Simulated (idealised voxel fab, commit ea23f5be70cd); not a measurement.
Process module name: voxel self aligned contacts
Square cells of 5 nm make up the cross-section cut, whose width is 285 nm.
Just so we're on the same page, the cross-sections are grids of square cells, and they're listed out in bands top to bottom, each band one or more rows deep. Band entry format. Leading values: height of top, height of bottom, nm. Remainder: materials in left-to-right order, each with its width in nm. Special words: "edge to edge" on a single material, which then fills the band edge to edge; "blank", empty space. Heads up on the height convention: 0 is the point under which the incoming wafer is all one material, and the lowest band has no bottom, it just keeps going down, like "top 0, no bottom". Graded width ("30->40"): value in top row of band = first number; value in bottom row = second number; row-to-row change constant. What does "all unchanged" mean for a step? It means no cell of the cross-section changed in that step. "Unvented internal voids": sealed empty spaces, 8 cells or more, no open way to top, listed width x height at distance, with distance from the left edge and width, height and distance in nm. That trailing text on a step's line, after the settings, is the simulator's own remark on the step. When a step includes a mask, the "overlay nm" setting on its line states how far to the right of its planned place that mask lay, and negative values state how far to the left.
-- Here's what the planned process steps look like
1,RECEIVE,material Si
2,OXIDIZE,depth nm 5
3,DIRECTIONAL_DEP,material polySi,thk nm 20
4,DIRECTIONAL_DEP,material SiN,thk nm 20
5,MASKED_ETCH,tone cover,mask id GATE,width nm 30,pitch nm 60,etch materials SiN,depth nm 20,overlay nm 0
6,MASKED_ETCH,tone cover,mask id GATE,width nm 30,pitch nm 60,etch materials polySi,depth nm 20,overlay nm 0
7,CONFORMAL_DEP,material SiN,thk nm 5
8,DIRECTIONAL_ETCH,etch materials SiN,depth nm 5
9,FILL_DEP,material SiO2,thk nm 15
10,CMP,height nm 45
11,MASKED_ETCH,tone open,mask id CONTACT,width nm 40,etch materials SiO2,depth nm 50,overlay nm 0
12,CONFORMAL_DEP,material TiN,thk nm 5
13,FILL_DEP,material W,thk nm 10
14,CMP,height nm 45
15,CONFORMAL_DEP,material SiN,thk nm 5
-- Wafer cross-section on receipt, i.e. after step 1
  top 0, no bottom: Si edge to edge
  Unvented internal voids: none
-- Figure: cross-sectional view of the wafer upon completion of the module, processed from the initial state and according to the plan depicted above, with one error introduced during execution
  top 50, bottom 45: SiN edge to edge
  top 45, bottom 35: 120 SiO2, then 5 TiN, then 30 W, then 5 TiN, then 125 SiO2
  top 35, bottom 30: 120 SiO2, then 15 TiN, then 10 W, then 15 TiN, then 125 SiO2
  top 30, bottom 10: 90 SiO2, then 40 SiN, then 5 TiN, then 10 W, then 5 TiN, then 40 SiN, then 95 SiO2
  top 10, bottom 0: 90 SiO2, then 5 SiN, then 30 polySi, then 5 SiN, then 5 TiN, then 10 W, then 5 TiN, then 5 SiN, then 30 polySi, then 5 SiN, then 95 SiO2
  top 0, bottom -5: 130 SiO2, then 20 TiN, then 135 SiO2
  top -5, no bottom: Si edge to edge
  Unvented internal voids: none
In executing the process, a mistake was made relative to the plan: step 3 changed vs plan, executed as DIRECTIONAL_DEP,material polySi,thk nm 10
